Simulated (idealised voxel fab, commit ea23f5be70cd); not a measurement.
process module | voxel gate over fins
cross-section cut | 175 nm wide | cells 5 nm
A cross-section is a grid of square cells, given in bands from the top down. A band is one or more rows of cells.
Each band's line starts with the height of the band's top and of its bottom, in nm. Then come its materials from left to right, each with its width in nm. One material with "throughout" fills the band from edge to edge. "air" is empty space.
Height 0 is the level under which the wafer as received is all one material. The lowest band goes on downwards, as in "0 down".
A width such as "30 to 40" changes by the same amount from each row of cells to the next, from the band's top row to its bottom row.
"no change" after a step means that no cell of the cross-section changed.
closed voids: empty space of 8 cells or more with no open way to the top, each as width x height at its distance from the left edge, in nm
after a step's settings: what the simulator itself notes on the step
overlay nm, on a step with a mask: how far to the right of its planned place the mask lay; to the left if negative
plan
1 op RECEIVE | material Si
2 op CONFORMAL_DEP | material SiN | thk nm 10
3 op MASKED_ETCH | tone cover | mask id FINS | width nm 15 | pitch nm 45 | etch materials SiN | depth nm 10 | overlay nm 0
4 op MASKED_ETCH | tone cover | mask id FINS | width nm 15 | pitch nm 45 | etch materials Si | depth nm 30 | overlay nm 0
5 op OXIDIZE | depth nm 5
6 op FILL_DEP | material SiO2 | thk nm 5
7 op CMP | height nm 10
8 op SELECTIVE_ETCH | etch materials SiO2 | depth nm 20
9 op STRIP | etch materials SiN
10 op CONFORMAL_DEP | material HfO2 | thk nm 5
11 op CONFORMAL_DEP | material TiN | thk nm 5
12 op CONFORMAL_DEP | material TiAl | thk nm 5
13 op CONFORMAL_DEP | material TiN | thk nm 5
14 op FILL_DEP | material W | thk nm 10
15 op CMP | height nm 25
16 op CONFORMAL_DEP | material SiCN | thk nm 5
first wafer, as planned
as received, after step 1
  0 down: Si throughout
  closed voids: none
after step 2
  10 to 0: SiN throughout
  below 0: unchanged
after step 3
  10 to 0: air 35 | SiN 15 | air 30 | SiN 15 | air 30 | SiN 15 | air 35
  below 0: unchanged
after step 4
  10 to 0: air 35 | SiN 15 | air 30 | SiN 15 | air 30 | SiN 15 | air 35
  0 to -30: air 35 | Si 15 | air 30 | Si 15 | air 30 | Si 15 | air 35
  below -30: unchanged
after step 5
  10 to 0: air 35 | SiN 15 | air 30 | SiN 15 | air 30 | SiN 15 | air 35
  0 to -30: air 35 | SiO2 5 | Si 5 | SiO2 5 | air 30 | SiO2 5 | Si 5 | SiO2 5 | air 30 | SiO2 5 | Si 5 | SiO2 5 | air 35
  -30 to -35: SiO2 40 | Si 5 | SiO2 40 | Si 5 | SiO2 40 | Si 5 | SiO2 40
  below -35: unchanged
after step 6
  15 to 10: SiO2 throughout
  10 to 0: SiO2 35 | SiN 15 | SiO2 30 | SiN 15 | SiO2 30 | SiN 15 | SiO2 35
  0 to -35: SiO2 40 | Si 5 | SiO2 40 | Si 5 | SiO2 40 | Si 5 | SiO2 40
  below -35: unchanged
after step 7
  10 to 0: SiO2 35 | SiN 15 | SiO2 30 | SiN 15 | SiO2 30 | SiN 15 | SiO2 35
  below 0: unchanged
after step 8
  10 to 0: air 35 | SiN 15 | air 30 | SiN 15 | air 30 | SiN 15 | air 35
  0 to -10: air 40 | Si 5 | air 40 | Si 5 | air 40 | Si 5 | air 40
  below -10: unchanged
after step 9
  0 to -10: air 40 | Si 5 | air 40 | Si 5 | air 40 | Si 5 | air 40
  below -10: unchanged
after step 10
  5 to 0: air 35 | HfO2 15 | air 30 | HfO2 15 | air 30 | HfO2 15 | air 35
  0 to -5: air 35 | HfO2 5 | Si 5 | HfO2 5 | air 30 | HfO2 5 | Si 5 | HfO2 5 | air 30 | HfO2 5 | Si 5 | HfO2 5 | air 35
  -5 to -10: HfO2 40 | Si 5 | HfO2 40 | Si 5 | HfO2 40 | Si 5 | HfO2 40
  below -10: unchanged
after step 11
  10 to 5: air 30 | TiN 25 | air 20 | TiN 25 | air 20 | TiN 25 | air 30
  5 to 0: air 30 | TiN 5 | HfO2 15 | TiN 5 | air 20 | TiN 5 | HfO2 15 | TiN 5 | air 20 | TiN 5 | HfO2 15 | TiN 5 | air 30
  0 to -5: TiN 35 | HfO2 5 | Si 5 | HfO2 5 | TiN 30 | HfO2 5 | Si 5 | HfO2 5 | TiN 30 | HfO2 5 | Si 5 | HfO2 5 | TiN 35
  below -5: unchanged
after step 12
  15 to 10: air 25 | TiAl 35 | air 10 | TiAl 35 | air 10 | TiAl 35 | air 25
  10 to 5: air 25 | TiAl 5 | TiN 25 | TiAl 5 | air 10 | TiAl 5 | TiN 25 | TiAl 5 | air 10 | TiAl 5 | TiN 25 | TiAl 5 | air 25
  5 to 0: TiAl 30 | TiN 5 | HfO2 15 | TiN 5 | TiAl 20 | TiN 5 | HfO2 15 | TiN 5 | TiAl 20 | TiN 5 | HfO2 15 | TiN 5 | TiAl 30
  below 0: unchanged
after step 13
  20 to 15: air 20 | TiN 135 | air 20
  15 to 10: air 20 | TiN 5 | TiAl 35 | TiN 10 | TiAl 35 | TiN 10 | TiAl 35 | TiN 5 | air 20
  10 to 5: TiN 25 | TiAl 5 | TiN 25 | TiAl 5 | TiN 10 | TiAl 5 | TiN 25 | TiAl 5 | TiN 10 | TiAl 5 | TiN 25 | TiAl 5 | TiN 25
  below 5: unchanged
after step 14
  30 to 20: W throughout
  20 to 15: W 20 | TiN 135 | W 20
  15 to 10: W 20 | TiN 5 | TiAl 35 | TiN 10 | TiAl 35 | TiN 10 | TiAl 35 | TiN 5 | W 20
  below 10: unchanged
after step 15
  25 to 20: W throughout
  below 20: unchanged
after step 16
  30 to 25: SiCN throughout
  below 25: unchanged
second wafer: like start, like plan, one mistake. Through step 9 it matches the first wafer
when step 10 should have ended: no change
when step 11 should have ended
  5 to 0: air 35 | TiN 15 | air 30 | TiN 15 | air 30 | TiN 15 | air 35
  0 to -5: air 35 | TiN 5 | Si 5 | TiN 5 | air 30 | TiN 5 | Si 5 | TiN 5 | air 30 | TiN 5 | Si 5 | TiN 5 | air 35
  -5 to -10: TiN 40 | Si 5 | TiN 40 | Si 5 | TiN 40 | Si 5 | TiN 40
  below -10: unchanged
when step 12 should have ended
  10 to 5: air 30 | TiAl 25 | air 20 | TiAl 25 | air 20 | TiAl 25 | air 30
  5 to 0: air 30 | TiAl 5 | TiN 15 | TiAl 5 | air 20 | TiAl 5 | TiN 15 | TiAl 5 | air 20 | TiAl 5 | TiN 15 | TiAl 5 | air 30
  0 to -5: TiAl 35 | TiN 5 | Si 5 | TiN 5 | TiAl 30 | TiN 5 | Si 5 | TiN 5 | TiAl 30 | TiN 5 | Si 5 | TiN 5 | TiAl 35
  below -5: unchanged
when step 13 should have ended
  15 to 10: air 25 | TiN 35 | air 10 | TiN 35 | air 10 | TiN 35 | air 25
  10 to 5: air 25 | TiN 5 | TiAl 25 | TiN 5 | air 10 | TiN 5 | TiAl 25 | TiN 5 | air 10 | TiN 5 | TiAl 25 | TiN 5 | air 25
  5 to 0: TiN 30 | TiAl 5 | TiN 15 | TiAl 5 | TiN 20 | TiAl 5 | TiN 15 | TiAl 5 | TiN 20 | TiAl 5 | TiN 15 | TiAl 5 | TiN 30
  below 0: unchanged
when step 14 should have ended
  25 to 15: W throughout
  15 to 10: W 25 | TiN 35 | W 10 | TiN 35 | W 10 | TiN 35 | W 25
  10 to 5: W 25 | TiN 5 | TiAl 25 | TiN 5 | W 10 | TiN 5 | TiAl 25 | TiN 5 | W 10 | TiN 5 | TiAl 25 | TiN 5 | W 25
  below 5: unchanged
when step 15 should have ended: no change
when step 16 should have ended
  30 to 25: SiCN throughout
  below 25: unchanged
what went wrong: step 10 was left out
at the end the second wafer has, in cells: 47 fewer of HfO2 | 47 more of W
